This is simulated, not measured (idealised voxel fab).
The process module that follows is named voxel capacitor over wiring.
cross-section cut | 140 nm wide | cells 5 nm
A cross-section in this document is a grid of square cells, and it is written down as bands, the top band listed before the ones below it; a band is made up of one or more rows of cells. Top height, bottom height, nm. Materials left to right, width each, nm. Single material + "all across" = fills band edge to edge. "blank" = empty. Height 0 is the level under which the wafer as received is all one material. The lowest band goes on downwards, as in "0..down". The width entry "30->40" should be interpreted row by row: the top row of cells in the band takes the first number, the bottom row takes the second number, and the change between adjacent rows is uniform throughout. Key: "no alteration" - step with no changed cell in the cross-section. The entry titled "Voids lacking openings" provides the empty spaces that have no open way to the top, restricted to those of 8 cells or more. Each is presented as width x height at distance, the distance being measured from the left edge, with all three in nm. On a step's line, text after the settings is the simulator commenting on that step. When a step includes a mask, the "overlay nm" setting on its line states how far to the right of its planned place that mask lay, and negative values state how far to the left.
# List of planned process steps
- 1: RECEIVE, material Si
- 2: CONFORMAL_DEP, material SiO2, thk nm 15
- 3: DIRECTIONAL_DEP, material TiN, thk nm 5
- 4: DIRECTIONAL_DEP, material Ru, thk nm 15
- 5: PATTERN, tone cover, mask id METAL_1, material resist, width nm 25, pitch nm 85, thk nm 15, overlay nm 0
- 6: DIRECTIONAL_ETCH, etch materials Ru, depth nm 15
- 7: DIRECTIONAL_ETCH, etch materials TiN, depth nm 5
- 8: STRIP, etch materials resist
- 9: FILL_DEP, material lowk, thk nm 10
- 10: CMP, height nm 35
- 11: CONFORMAL_DEP, material SiCN, thk nm 5
- 12: DIRECTIONAL_DEP, material lowk, thk nm 20
- 13: PATTERN, tone open, mask id PLUG_1, material resist, width nm 15, thk nm 15, overlay nm 0
- 14: DIRECTIONAL_ETCH, etch materials lowk, depth nm 20
- 15: DIRECTIONAL_ETCH, etch materials SiCN, depth nm 5
- 16: STRIP, etch materials resist
- 17: EPI, material Ru, thk nm 10
- 18: EPI, material Ru, thk nm 10
- 19: EPI, material Ru, thk nm 5
- 20: DIRECTIONAL_DEP, material TiN, thk nm 10
- 21: DIRECTIONAL_DEP, material SiN, thk nm 5
- 22: DIRECTIONAL_DEP, material TiN, thk nm 5
- 23: MASKED_ETCH, tone cover, mask id UPPER_PLATE, width nm 65, etch materials TiN, depth nm 5, overlay nm 0
- 24: MASKED_ETCH, tone cover, mask id UPPER_PLATE, width nm 65, etch materials SiN, depth nm 5, overlay nm 0
- 25: MASKED_ETCH, tone cover, mask id LOWER_PLATE, width nm 75, etch materials TiN, depth nm 10, overlay nm 0
- 26: FILL_DEP, material SiO2, thk nm 15
- 27: CMP, height nm 90
- 28: MASKED_ETCH, tone open, mask id PLUG_2, width nm 15, etch materials SiO2, depth nm 10, overlay nm -15
- 29: CONFORMAL_DEP, material TiN, thk nm 5
- 30: FILL_DEP, material Ru, thk nm 10
- 31: CMP, height nm 90
- 32: CONFORMAL_DEP, material SiCN, thk nm 5
What sets these wafers apart? The overlay nm at step 28. They all start alike, and the plan carries the first wafer's value.
# The first of several wafers as received, shown in cross-section; this is its state after step 1
    0..down = Si all across
    Voids lacking openings: none
# Once step 32, the last step, is complete, the module is at its end; this is the cross-section of the first of several wafers
    95..90 = SiCN all across
    90..85 = SiO2: 20 / TiN: 5 / Ru: 5 / TiN: 5 / SiO2: 105
    85..75 = SiO2: 20->25 / TiN: 15->65 / SiO2: 105->50
    75..70 = SiO2: 25 / SiN: 65 / SiO2: 50
    70..60 = SiO2: 20 / TiN: 75 / SiO2: 45
    60..40 = lowk: 25 / Ru: 15 / lowk: 100
    40..35 = SiCN: 25 / Ru: 15 / SiCN: 100
    35..20 = lowk: 15 / Ru: 25 / lowk: 60 / Ru: 25 / lowk: 15
    20..15 = lowk: 15 / TiN: 25 / lowk: 60 / TiN: 25 / lowk: 15
    15..0 = SiO2 all across
    0..down = Si all across
    Voids lacking openings: none
# Cross-section of the final wafer among several, taken at the end of the module
    95..90 = SiCN all across
    90..85 = SiO2: 50 / TiN: 5 / Ru: 5 / TiN: 5 / SiO2: 75
    85..75 = SiO2: 50->25 / TiN: 15->65 / SiO2: 75->50
    75..70 = SiO2: 25 / SiN: 65 / SiO2: 50
    70..60 = SiO2: 20 / TiN: 75 / SiO2: 45
    60..40 = lowk: 25 / Ru: 15 / lowk: 100
    40..35 = SiCN: 25 / Ru: 15 / SiCN: 100
    35..20 = lowk: 15 / Ru: 25 / lowk: 60 / Ru: 25 / lowk: 15
    20..15 = lowk: 15 / TiN: 25 / lowk: 60 / TiN: 25 / lowk: 15
    15..0 = SiO2 all across
    0..down = Si all across
    Voids lacking openings: none
# Below: a row per wafer. Contents at end of module: for every material, cells gained since receipt (+) or lost since receipt (-); then closed voids
overlay nm -15, +46 Ru, +53 SiCN, +13 SiN, +190 SiO2, +58 TiN, +172 lowk, Voids lacking openings: none
overlay nm -10, +46 Ru, +53 SiCN, +13 SiN, +190 SiO2, +58 TiN, +172 lowk, Voids lacking openings: none
overlay nm -5, +46 Ru, +53 SiCN, +13 SiN, +190 SiO2, +58 TiN, +172 lowk, Voids lacking openings: none
overlay nm 0, +46 Ru, +53 SiCN, +13 SiN, +190 SiO2, +58 TiN, +172 lowk, Voids lacking openings: none
overlay nm 5, +46 Ru, +53 SiCN, +13 SiN, +190 SiO2, +58 TiN, +172 lowk, Voids lacking openings: none
overlay nm 10, +46 Ru, +53 SiCN, +13 SiN, +190 SiO2, +58 TiN, +172 lowk, Voids lacking openings: none
overlay nm 15, +46 Ru, +53 SiCN, +13 SiN, +190 SiO2, +58 TiN, +172 lowk, Voids lacking openings: none
